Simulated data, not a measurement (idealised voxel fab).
A process module follows: voxel air gaps.
The figure presents cross-section cut, which has a width of 185 nm and is divided into square cells with an edge length of 5 nm.
Cross-section layout: square cells on a grid; listed as bands, top to bottom; a band spans one or more cell rows.
A band entry consists of two parts. The first gives the height of the band's top and the height of its bottom, in nm. The rest lists the band's materials from left to right, each with its width in nm. A single material labelled with the word "throughout" fills the band from edge to edge, and the word "air" marks empty space.
Height is counted from the level 0, under which the received wafer is composed throughout of one material. The lowest of the bands is not closed at the bottom but continues downward, in the notation "0 down".
Top row gets the first number, bottom row gets the second, and each row in between changes by the same step: that is how a band width like "30..40" works.
Reading "no change" for a step: not a cell of the cross-section changed in it.
The label "Completely sealed voids" introduces a list of the empty spaces, 8 cells or larger, that have no open way up to the top; each entry in it reads width x height at distance, where the distance is taken from the left edge and all three are stated in nm.
Past the settings on a step's line: simulator remark, on that step.
Regarding "overlay nm": on a step with a mask, it is the distance the mask lay to the right of its planned place; a negative value places it to the left.

Steps planned for the process:
1: RECEIVE, material Si
2: CONFORMAL_DEP, material SiO2, thk nm 10
3: CONFORMAL_DEP, material SiN, thk nm 5
4: DIRECTIONAL_DEP, material lowk, thk nm 30
5: PATTERN, tone open, mask id LINES, material resist, width nm 20, pitch nm 45, thk nm 15, overlay nm 0
6: DIRECTIONAL_ETCH, etch materials lowk, depth nm 30
7: STRIP, etch materials resist
8: CONFORMAL_DEP, material TiN, thk nm 5
9: FILL_DEP, material W, thk nm 10
10: CMP, height nm 45
11: EPI, material Ru, thk nm 10
12: SELECTIVE_ETCH, etch materials lowk, depth nm 40
13: CONFORMAL_DEP, material SiN, thk nm 5

Cross-section of the incoming wafer, state after step 1:
* 0 down: Si throughout
* Completely sealed voids: none

Looking at the first of two wafers in cross-section at end of module - ran to plan:
* 60 to 55: air 20 nm; SiN 140 nm; air 25 nm
* 55 to 45: air 20 nm; SiN 5 nm; Ru 40 nm; SiN 5 nm; Ru 40 nm; SiN 5 nm; Ru 40 nm; SiN 5 nm; air 25 nm
* 45 to 40: air 20 nm; SiN 15 nm; TiN 5 nm; W 10 nm; TiN 5 nm; SiN 25 nm; TiN 5 nm; W 10 nm; TiN 5 nm; SiN 25 nm; TiN 5 nm; W 10 nm; TiN 5 nm; SiN 15 nm; air 25 nm
* 40 to 20: air 30 nm; SiN 5 nm; TiN 5 nm; W 10 nm; TiN 5 nm; SiN 5 nm; air 15 nm; SiN 5 nm; TiN 5 nm; W 10 nm; TiN 5 nm; SiN 5 nm; air 15 nm; SiN 5 nm; TiN 5 nm; W 10 nm; TiN 5 nm; SiN 5 nm; air 35 nm
* 20 to 15: SiN 35 nm; TiN 20 nm; SiN 25 nm; TiN 20 nm; SiN 25 nm; TiN 20 nm; SiN 40 nm
* 15 to 10: SiN throughout
* 10 to 0: SiO2 throughout
* 0 down: Si throughout
* Completely sealed voids: 15 x 20 at 60; 15 x 20 at 105

Wafer two, end of module, cross-section. Same start, same plan as wafer one. One mistake in the run:
* 60 to 55: SiN throughout
* 55 to 45: Ru throughout
* 45 to 40: W throughout
* 40 to 35: TiN 40 nm; W 10 nm; TiN 35 nm; W 10 nm; TiN 35 nm; W 10 nm; TiN 45 nm
* 35 to 10: lowk 35 nm; TiN 5 nm; W 10 nm; TiN 5 nm; lowk 25 nm; TiN 5 nm; W 10 nm; TiN 5 nm; lowk 25 nm; TiN 5 nm; W 10 nm; TiN 5 nm; lowk 40 nm
* 10 to 5: lowk 35 nm; TiN 20 nm; lowk 25 nm; TiN 20 nm; lowk 25 nm; TiN 20 nm; lowk 40 nm
* 5 to 0: SiN throughout
* 0 down: Si throughout
* Completely sealed voids: none
Which mistake was made when the wafer was run? skipped: plan step 2 (never run)
Final wafer comparison in cells, second versus first, more or fewer per material: 26 more of Ru, 64 fewer of SiN, 74 fewer of SiO2, 31 more of TiN, 43 more of W, 150 more of lowk
Quick summary for you: first wafer finishes at 2 closed voids, second at 0.
